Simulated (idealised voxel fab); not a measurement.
process module | voxel ribs on slabs
cross-section cut | 195 nm wide | cells 5 nm
A cross-section is a grid of square cells, given in bands from the top down. A band is one or more rows of cells.
Each band's line starts with the height of the band's top and of its bottom, in nm. Then come its materials from left to right, each with its width in nm. One material with "throughout" fills the band from edge to edge. "air" is empty space.
Height 0 is the level under which the wafer as received is all one material. The lowest band goes on downwards, as in "0 down".
A width such as "30 to 40" changes by the same amount from each row of cells to the next, from the band's top row to its bottom row.
"no change" after a step means that no cell of the cross-section changed.
closed voids: empty space of 8 cells or more with no open way to the top, each as width x height at its distance from the left edge, in nm
after a step's settings: what the simulator itself notes on the step
overlay nm, on a step with a mask: how far to the right of its planned place the mask lay; to the left if negative
plan
1 op RECEIVE | material Si
2 op DIRECTIONAL_DEP | material SiO2 | thk nm 20
3 op DIRECTIONAL_DEP | material SiN | thk nm 25
4 op MASKED_ETCH | tone cover | mask id RIB | width nm 15 | etch materials SiN | depth nm 5 | overlay nm 0
5 op PATTERN | tone cover | mask id SLAB | material resist | width nm 55 | thk nm 15 | overlay nm 0
6 op DIRECTIONAL_ETCH | etch materials SiN | depth nm 20
7 op STRIP | etch materials resist
8 op FILL_DEP | material SiO2 | thk nm 30
9 op CMP | height nm 65
10 op DIRECTIONAL_DEP | material W | thk nm 10
11 op DIRECTIONAL_DEP | material aC | thk nm 10
12 op PATTERN | tone cover | mask id HEATER | material resist | width nm 25 | thk nm 25 | overlay nm 0
13 op DIRECTIONAL_ETCH | etch materials aC | depth nm 10
14 op STRIP | etch materials resist
15 op DIRECTIONAL_ETCH | etch materials W | depth nm 10
16 op STRIP | etch materials aC
17 op CONFORMAL_DEP | material SiN | thk nm 10
as received, after step 1
  0 down: Si throughout
  closed voids: none
first wafer at the end, as planned
  85 to 75: air 75 | SiN 45 | air 75
  75 to 65: SiN 85 | W 25 | SiN 85
  65 to 45: SiO2 throughout
  45 to 40: SiO2 90 | SiN 15 | SiO2 90
  40 to 20: SiO2 70 | SiN 55 | SiO2 70
  20 to 0: SiO2 throughout
  0 down: Si throughout
  closed voids: none
second wafer at the end: like start, like plan, one mistake
  85 to 75: air 75 | SiN 45 | air 75
  75 to 65: SiN 85 | W 25 | SiN 85
  65 to 20: SiN throughout
  20 to 0: SiO2 throughout
  0 down: Si throughout
  closed voids: none
what went wrong: step 8 ran as: op FILL_DEP | material SiN | thk nm 30
at the end the second wafer has, in cells: 304 more of SiN | 304 fewer of SiO2
